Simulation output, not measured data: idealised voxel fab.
process module | voxel wiring stack
In the cross-section labelled cut, the width is 245 nm and each square cell is 5 nm.
Think of the cross-section as a grid of square cells. We describe it in bands, top to bottom, and each band covers one or more rows of those cells. Band: top height; bottom height; in nm. Then, left to right: material with width in nm, for each material. "everywhere": a single material spanning edge to edge. "empty": empty space. Measure heights from 0. That's the level where, below it, the as-received wafer is all one material. The lowest band is bottomless and extends downward; write it as in "0 and below". So if you see something like "30..40" for the width, read it as the top row of the band sitting at the first number and the bottom row at the second, with every row in between moving by the same amount as the last. "nothing got changed" after a step means that no cell of the cross-section changed. "Sealed-off cavities" enumerates empty spaces isolated from the top, with no open way to it, that contain at least 8 cells, giving each as width x height at distance from the left edge, all three in nm. Past the settings on a step's line: simulator remark, on that step. A step line may carry the setting "overlay nm", which, for steps involving a mask, states the distance by which the mask lay to the right of its intended position; negative values denote displacement to the left.

[List of planned process steps]
1. RECEIVE: material Si
2. CONFORMAL_DEP: material SiO2, thk nm 10
3. CONFORMAL_DEP: material SiN, thk nm 5
4. DIRECTIONAL_DEP: material SiO2, thk nm 20
5. DIRECTIONAL_DEP: material aC, thk nm 10
6. PATTERN: tone open, mask id METAL_1, material resist, width nm 30, pitch nm 55, thk nm 25, overlay nm 0
7. DIRECTIONAL_ETCH: etch materials aC, depth nm 10
8. STRIP: etch materials resist
9. DIRECTIONAL_ETCH: etch materials SiO2, depth nm 20
10. DIRECTIONAL_ETCH: etch materials SiN, depth nm 5
11. STRIP: etch materials aC
12. CONFORMAL_DEP: material TiN, thk nm 5
13. FILL_DEP: material Ru, thk nm 5
14. CMP: height nm 35
15. CONFORMAL_DEP: material SiCN, thk nm 5
16. DIRECTIONAL_DEP: material SiO2, thk nm 10
17. PATTERN: tone open, mask id PLUG_1, material resist, width nm 15, pitch nm 55, thk nm 15, overlay nm 0
18. DIRECTIONAL_ETCH: etch materials SiO2, depth nm 10
19. DIRECTIONAL_ETCH: etch materials SiCN, depth nm 5
20. STRIP: etch materials resist
21. EPI: material Ru, thk nm 10
22. EPI: material Ru, thk nm 5
23. DIRECTIONAL_DEP: material TiN, thk nm 5
24. DIRECTIONAL_DEP: material W, thk nm 25
25. MASKED_ETCH: tone cover, mask id METAL_2, width nm 30, pitch nm 55, etch materials W, depth nm 25, overlay nm 0
26. MASKED_ETCH: tone cover, mask id METAL_2, width nm 30, pitch nm 55, etch materials TiN, depth nm 5, overlay nm 0
27. CONFORMAL_DEP: material SiN, thk nm 5
28. FILL_DEP: material lowk, thk nm 5
29. CMP: height nm 80
30. CONFORMAL_DEP: material SiCN, thk nm 5
31. DIRECTIONAL_DEP: material SiO2, thk nm 10
32. MASKED_ETCH: tone open, mask id PLUG_2, width nm 15, pitch nm 55, etch materials SiO2, depth nm 10, overlay nm 0
33. MASKED_ETCH: tone open, mask id PLUG_2, width nm 15, pitch nm 55, etch materials SiCN, depth nm 5, overlay nm 0
34. EPI: material Ru, thk nm 10
35. EPI: material Ru, thk nm 5
36. CONFORMAL_DEP: material SiCN, thk nm 5
37. DIRECTIONAL_DEP: material lowk, thk nm 25
38. MASKED_ETCH: tone open, mask id METAL_3, width nm 30, pitch nm 55, etch materials lowk, depth nm 25, overlay nm -15
39. MASKED_ETCH: tone open, mask id METAL_3, width nm 30, pitch nm 55, etch materials SiCN, depth nm 5, overlay nm 0
40. CONFORMAL_DEP: material TiN, thk nm 5
41. FILL_DEP: material W, thk nm 10
42. CMP: height nm 125
43. CONFORMAL_DEP: material SiCN, thk nm 5
The wafers are alike at the start. At step 38, their overlay nm differs. The plan lists the first wafer's value.

[Cross-section of the first incoming wafer of several, state after step 1]
0 and below | Si everywhere
Sealed-off cavities: none

[Rows = wafers. At module end, each row lists per material the cells gained (+) or lost (-) since the wafer was received, then the closed voids]
overlay nm -15 | +68 Ru | +178 SiCN | +94 SiN | +418 SiO2 | +72 TiN | +94 W | +350 lowk | Sealed-off cavities: none
overlay nm -10 | +68 Ru | +176 SiCN | +94 SiN | +418 SiO2 | +72 TiN | +96 W | +350 lowk | Sealed-off cavities: none
overlay nm -5 | +68 Ru | +174 SiCN | +94 SiN | +418 SiO2 | +72 TiN | +98 W | +350 lowk | Sealed-off cavities: none
overlay nm 0 | +68 Ru | +172 SiCN | +94 SiN | +418 SiO2 | +72 TiN | +100 W | +350 lowk | Sealed-off cavities: none
overlay nm 5 | +68 Ru | +174 SiCN | +94 SiN | +418 SiO2 | +72 TiN | +98 W | +350 lowk | Sealed-off cavities: none
overlay nm 10 | +68 Ru | +176 SiCN | +94 SiN | +418 SiO2 | +72 TiN | +96 W | +350 lowk | Sealed-off cavities: none
overlay nm 15 | +68 Ru | +178 SiCN | +94 SiN | +418 SiO2 | +72 TiN | +94 W | +350 lowk | Sealed-off cavities: none
